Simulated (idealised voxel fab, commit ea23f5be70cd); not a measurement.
This is a process module. Its name is voxel air gaps.
Pictured: cross-section cut, 175 nm wide, on a grid of 5 nm square cells.
Format of a cross-section: grid, square cells. Given as bands. Order: top down. Band: one or more rows of cells.
Band entry format. Leading values: height of top, height of bottom, nm. Remainder: materials in left-to-right order, each with its width in nm. Special words: "full width" on a single material, which then fills the band edge to edge; "air", empty space.
Heights are reckoned from 0. Under this level, the received wafer is all of one material. The bottommost band is open-ended downward, for example "0 -> down".
It should be noted that a width expressed as "30 to 40" varies in equal increments from row to row of cells within the band, taking the value of the first number at the top row and that of the second number at the bottom row.
Take "no modifications" at face value: in the step it is given for, the cross-section changed in none of its cells.
Voids not open to the top, 8 cells minimum: see "Enclosed voids". Written width x height at distance; distance is from the left edge; nm.
Heads up: the bit after the settings on a step's line is the simulator's remark on that step.
You can add "overlay nm" to a step's line. For a step with a mask, it describes how far the mask lay to the right of its planned position, and a negative number describes a lay to the left.

**Here's what the planned process steps look like**
step 1: RECEIVE with material Si
step 2: CONFORMAL_DEP with material SiO2, thk nm 10
step 3: CONFORMAL_DEP with material SiN, thk nm 5
step 4: DIRECTIONAL_DEP with material SiO2, thk nm 35
step 5: DIRECTIONAL_DEP with material aC, thk nm 15
step 6: PATTERN with tone open, mask id LINES, material resist, width nm 25, pitch nm 50, thk nm 30, overlay nm 0
step 7: DIRECTIONAL_ETCH with etch materials aC, depth nm 15
step 8: STRIP with etch materials resist
step 9: DIRECTIONAL_ETCH with etch materials SiO2, depth nm 35
step 10: STRIP with etch materials aC
step 11: CONFORMAL_DEP with material TiN, thk nm 5
step 12: FILL_DEP with material Cu, thk nm 5
step 13: CMP with height nm 50
step 14: EPI with material Ru, thk nm 10
step 15: SELECTIVE_ETCH with etch materials SiO2, depth nm 45
step 16: CONFORMAL_DEP with material SiN, thk nm 5

**Account of the first of two wafers, which was processed as intended**

**Step 1 complete: cross-section of the wafer as received**
    0 -> down | Si full width
    Enclosed voids: none

**Upon completion of step 2, the wafer appears in cross-section as shown**
    10 -> 0 | SiO2 full width
    For the remainder of the cross-section, below 0, there is no change.

**Upon completion of step 3, the wafer appears in cross-section as shown**
    15 -> 10 | SiN full width
    For the remainder of the cross-section, below 10, there is no change.

**Upon completion of step 4, the wafer appears in cross-section as shown**
    50 -> 15 | SiO2 full width
    For the remainder of the cross-section, below 15, there is no change.

**Upon completion of step 5, the wafer appears in cross-section as shown**
    65 -> 50 | aC full width
    For the remainder of the cross-section, below 50, there is no change.

**Upon completion of step 6, the wafer appears in cross-section as shown**
    95 -> 65 | 25 resist  25 air  25 resist  25 air  25 resist  25 air  25 resist
    For the remainder of the cross-section, below 65, there is no change.

**Upon completion of step 7, the wafer appears in cross-section as shown**
    80 -> 65 | 25 resist  25 air  25 resist  25 air  25 resist  25 air  25 resist
    65 -> 50 | 25 aC  25 air  25 aC  25 air  25 aC  25 air  25 aC
    For the remainder of the cross-section, below 50, there is no change.

**Upon completion of step 8, the wafer appears in cross-section as shown**
    65 -> 50 | 25 aC  25 air  25 aC  25 air  25 aC  25 air  25 aC
    For the remainder of the cross-section, below 50, there is no change.

**Upon completion of step 9, the wafer appears in cross-section as shown**
    65 -> 50 | 25 aC  25 air  25 aC  25 air  25 aC  25 air  25 aC
    50 -> 15 | 25 SiO2  25 air  25 SiO2  25 air  25 SiO2  25 air  25 SiO2
    For the remainder of the cross-section, below 15, there is no change.

**Upon completion of step 10, the wafer appears in cross-section as shown**
    50 -> 15 | 25 SiO2  25 air  25 SiO2  25 air  25 SiO2  25 air  25 SiO2
    For the remainder of the cross-section, below 15, there is no change.

**Upon completion of step 11, the wafer appears in cross-section as shown**
    55 -> 50 | 30 TiN  15 air  35 TiN  15 air  35 TiN  15 air  30 TiN
    50 -> 20 | 25 SiO2  5 TiN  15 air  5 TiN  25 SiO2  5 TiN  15 air  5 TiN  25 SiO2  5 TiN  15 air  5 TiN  25 SiO2
    20 -> 15 | 25 SiO2  25 TiN  25 SiO2  25 TiN  25 SiO2  25 TiN  25 SiO2
    For the remainder of the cross-section, below 15, there is no change.

**Upon completion of step 12, the wafer appears in cross-section as shown**
    60 -> 55 | Cu full width
    55 -> 50 | 30 TiN  15 Cu  35 TiN  15 Cu  35 TiN  15 Cu  30 TiN
    50 -> 20 | 25 SiO2  5 TiN  15 Cu  5 TiN  25 SiO2  5 TiN  15 Cu  5 TiN  25 SiO2  5 TiN  15 Cu  5 TiN  25 SiO2
    For the remainder of the cross-section, below 20, there is no change.

**Upon completion of step 13, the wafer appears in cross-section as shown**
    50 -> 20 | 25 SiO2  5 TiN  15 Cu  5 TiN  25 SiO2  5 TiN  15 Cu  5 TiN  25 SiO2  5 TiN  15 Cu  5 TiN  25 SiO2
    For the remainder of the cross-section, below 20, there is no change.

**Upon completion of step 14, the wafer appears in cross-section as shown**
    60 -> 50 | 15 air  45 Ru  5 air  45 Ru  5 air  45 Ru  15 air
    For the remainder of the cross-section, below 50, there is no change.

**Upon completion of step 15, the wafer appears in cross-section as shown**
    60 -> 50 | 15 air  45 Ru  5 air  45 Ru  5 air  45 Ru  15 air
    50 -> 20 | 25 air  5 TiN  15 Cu  5 TiN  25 air  5 TiN  15 Cu  5 TiN  25 air  5 TiN  15 Cu  5 TiN  25 air
    20 -> 15 | 25 air  25 TiN  25 air  25 TiN  25 air  25 TiN  25 air
    For the remainder of the cross-section, below 15, there is no change.

**Upon completion of step 16, the wafer appears in cross-section as shown**
    65 -> 60 | 10 air  155 SiN  10 air
    60 -> 50 | 10 air  5 SiN  45 Ru  5 SiN  45 Ru  5 SiN  45 Ru  5 SiN  10 air
    50 -> 45 | 10 air  15 SiN  5 TiN  15 Cu  5 TiN  25 SiN  5 TiN  15 Cu  5 TiN  25 SiN  5 TiN  15 Cu  5 TiN  15 SiN  10 air
    45 -> 20 | 20 air  5 SiN  5 TiN  15 Cu  5 TiN  5 SiN  15 air  5 SiN  5 TiN  15 Cu  5 TiN  5 SiN  15 air  5 SiN  5 TiN  15 Cu  5 TiN  5 SiN  20 air
    20 -> 15 | 25 SiN  25 TiN  25 SiN  25 TiN  25 SiN  25 TiN  25 SiN
    For the remainder of the cross-section, below 15, there is no change.
    Enclosed voids: 15 x 25 at 55; 15 x 25 at 105

**Now the other wafer: same start, same recipe, but we messed up one thing when running it. Up to and including step 5 it's the same as the first one**

**X-section, second wafer, when step 6 was due to finish**
    95 -> 65 | 30 resist  25 air  25 resist  25 air  25 resist  25 air  20 resist
    For the remainder of the cross-section, below 65, there is no change.

**X-section, second wafer, when step 7 was due to finish**
    80 -> 65 | 30 resist  25 air  25 resist  25 air  25 resist  25 air  20 resist
    65 -> 50 | 30 aC  25 air  25 aC  25 air  25 aC  25 air  20 aC
    For the remainder of the cross-section, below 50, there is no change.

**X-section, second wafer, when step 8 was due to finish**
    65 -> 50 | 30 aC  25 air  25 aC  25 air  25 aC  25 air  20 aC
    For the remainder of the cross-section, below 50, there is no change.

**X-section, second wafer, when step 9 was due to finish**
    65 -> 50 | 30 aC  25 air  25 aC  25 air  25 aC  25 air  20 aC
    50 -> 15 | 30 SiO2  25 air  25 SiO2  25 air  25 SiO2  25 air  20 SiO2
    For the remainder of the cross-section, below 15, there is no change.

**X-section, second wafer, when step 10 was due to finish**
    50 -> 15 | 30 SiO2  25 air  25 SiO2  25 air  25 SiO2  25 air  20 SiO2
    For the remainder of the cross-section, below 15, there is no change.

**X-section, second wafer, when step 11 was due to finish**
    55 -> 50 | 35 TiN  15 air  35 TiN  15 air  35 TiN  15 air  25 TiN
    50 -> 20 | 30 SiO2  5 TiN  15 air  5 TiN  25 SiO2  5 TiN  15 air  5 TiN  25 SiO2  5 TiN  15 air  5 TiN  20 SiO2
    20 -> 15 | 30 SiO2  25 TiN  25 SiO2  25 TiN  25 SiO2  25 TiN  20 SiO2
    For the remainder of the cross-section, below 15, there is no change.

**X-section, second wafer, when step 12 was due to finish**
    60 -> 55 | Cu full width
    55 -> 50 | 35 TiN  15 Cu  35 TiN  15 Cu  35 TiN  15 Cu  25 TiN
    50 -> 20 | 30 SiO2  5 TiN  15 Cu  5 TiN  25 SiO2  5 TiN  15 Cu  5 TiN  25 SiO2  5 TiN  15 Cu  5 TiN  20 SiO2
    For the remainder of the cross-section, below 20, there is no change.

**X-section, second wafer, when step 13 was due to finish**
    50 -> 20 | 30 SiO2  5 TiN  15 Cu  5 TiN  25 SiO2  5 TiN  15 Cu  5 TiN  25 SiO2  5 TiN  15 Cu  5 TiN  20 SiO2
    For the remainder of the cross-section, below 20, there is no change.

**X-section, second wafer, when step 14 was due to finish**
    60 -> 50 | 20 air  45 Ru  5 air  45 Ru  5 air  45 Ru  10 air
    For the remainder of the cross-section, below 50, there is no change.

**X-section, second wafer, when step 15 was due to finish**
    60 -> 50 | 20 air  45 Ru  5 air  45 Ru  5 air  45 Ru  10 air
    50 -> 20 | 30 air  5 TiN  15 Cu  5 TiN  25 air  5 TiN  15 Cu  5 TiN  25 air  5 TiN  15 Cu  5 TiN  20 air
    20 -> 15 | 30 air  25 TiN  25 air  25 TiN  25 air  25 TiN  20 air
    For the remainder of the cross-section, below 15, there is no change.

**X-section, second wafer, when step 16 was due to finish**
    65 -> 60 | 15 air  155 SiN  5 air
    60 -> 50 | 15 air  5 SiN  45 Ru  5 SiN  45 Ru  5 SiN  45 Ru  5 SiN  5 air
    50 -> 45 | 15 air  15 SiN  5 TiN  15 Cu  5 TiN  25 SiN  5 TiN  15 Cu  5 TiN  25 SiN  5 TiN  15 Cu  5 TiN  15 SiN  5 air
    45 -> 20 | 25 air  5 SiN  5 TiN  15 Cu  5 TiN  5 SiN  15 air  5 SiN  5 TiN  15 Cu  5 TiN  5 SiN  15 air  5 SiN  5 TiN  15 Cu  5 TiN  5 SiN  15 air
    20 -> 15 | 30 SiN  25 TiN  25 SiN  25 TiN  25 SiN  25 TiN  20 SiN
    For the remainder of the cross-section, below 15, there is no change.
    Enclosed voids: 15 x 25 at 60; 15 x 25 at 110
In executing the process, a mistake was made relative to the plan: not per plan at step 6, really ran PATTERN with tone open, mask id LINES, material resist, width nm 25, pitch nm 50, thk nm 30, overlay nm 5
The concluding comparison shows that, measured in cells, each material is equally abundant on both wafers, albeit at different positions.
